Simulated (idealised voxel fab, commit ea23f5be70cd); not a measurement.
The following process module bears the name voxel fin reveal.
155 nm wide, 5 nm square cells: that's cross-section cut.
Each cross-section below is a grid of square cells, stated as bands in top-down order, with one or more rows of cells making up each band.
First you get the band's top height and its bottom height, in nm, and then the materials it's made of, left to right, with each width in nm. If you see a single material with "throughout", that one covers the band edge to edge. "empty" is empty space.
Height is counted from the level 0, under which the received wafer is composed throughout of one material. The lowest of the bands is not closed at the bottom but continues downward, in the notation "0 and below".
A two-number width, for instance "30->40", indicates that the width is equal to the first number in the top row of the band and to the second number in the bottom row, and that it changes by a constant amount per row of cells.
A step reported as "no alteration" is a step in which no cell of the cross-section changed.
For the entry "Entrapped void list", the listed items are empty spaces with no open way to the top whose size is 8 cells or more; each item follows the pattern width x height at distance, where distance is from the left edge and all three are in nm.
What comes after the settings on a step's line is commentary from the simulator itself on that step.
overlay nm: right-of-plan distance of the mask on a masked step; negative values mean left-of-plan.
BELOW IS THE LIST OF PLANNED PROCESS STEPS
1 RECEIVE,material Si
2 CONFORMAL_DEP,material SiN,thk nm 10
3 DIRECTIONAL_DEP,material aC,thk nm 15
4 PATTERN,tone cover,mask id FINS,material resist,width nm 15,pitch nm 40,thk nm 30,overlay nm 0
5 DIRECTIONAL_ETCH,etch materials aC,depth nm 15
6 STRIP,etch materials resist
7 DIRECTIONAL_ETCH,etch materials SiN,depth nm 10
8 DIRECTIONAL_ETCH,etch materials Si,depth nm 30
9 STRIP,etch materials aC
10 FILL_DEP,material SiO2,thk nm 15
11 CMP,height nm 10
12 SELECTIVE_ETCH,etch materials SiO2,depth nm 30
13 STRIP,etch materials SiN
14 CONFORMAL_DEP,material HfO2,thk nm 5
AS RECEIVED (POST STEP 1): CROSS-SECTION
* 0 and below  Si throughout
* Entrapped void list: none
FIGURE: CROSS-SECTIONAL VIEW OF THE WAFER UPON COMPLETION OF THE MODULE, PROCESSED FROM THE INITIAL STATE AND ACCORDING TO THE PLAN DEPICTED ABOVE, WITH ONE ERROR INTRODUCED DURING EXECUTION
* 5 down to 0  empty=45, HfO2=25, empty=15, HfO2=25, empty=45
* 0 down to -15  empty=45, HfO2=5, Si=15, HfO2=5, empty=15, HfO2=5, Si=15, HfO2=5, empty=45
* -15 down to -20  HfO2=50, Si=15, HfO2=25, Si=15, HfO2=50
* -20 down to -60  SiO2=50, Si=15, SiO2=25, Si=15, SiO2=50
* -60 and below  Si throughout
* Entrapped void list: none
It is concluded that the wafer was processed incorrectly with respect to the plan, in that the plan's step 8 ran twice
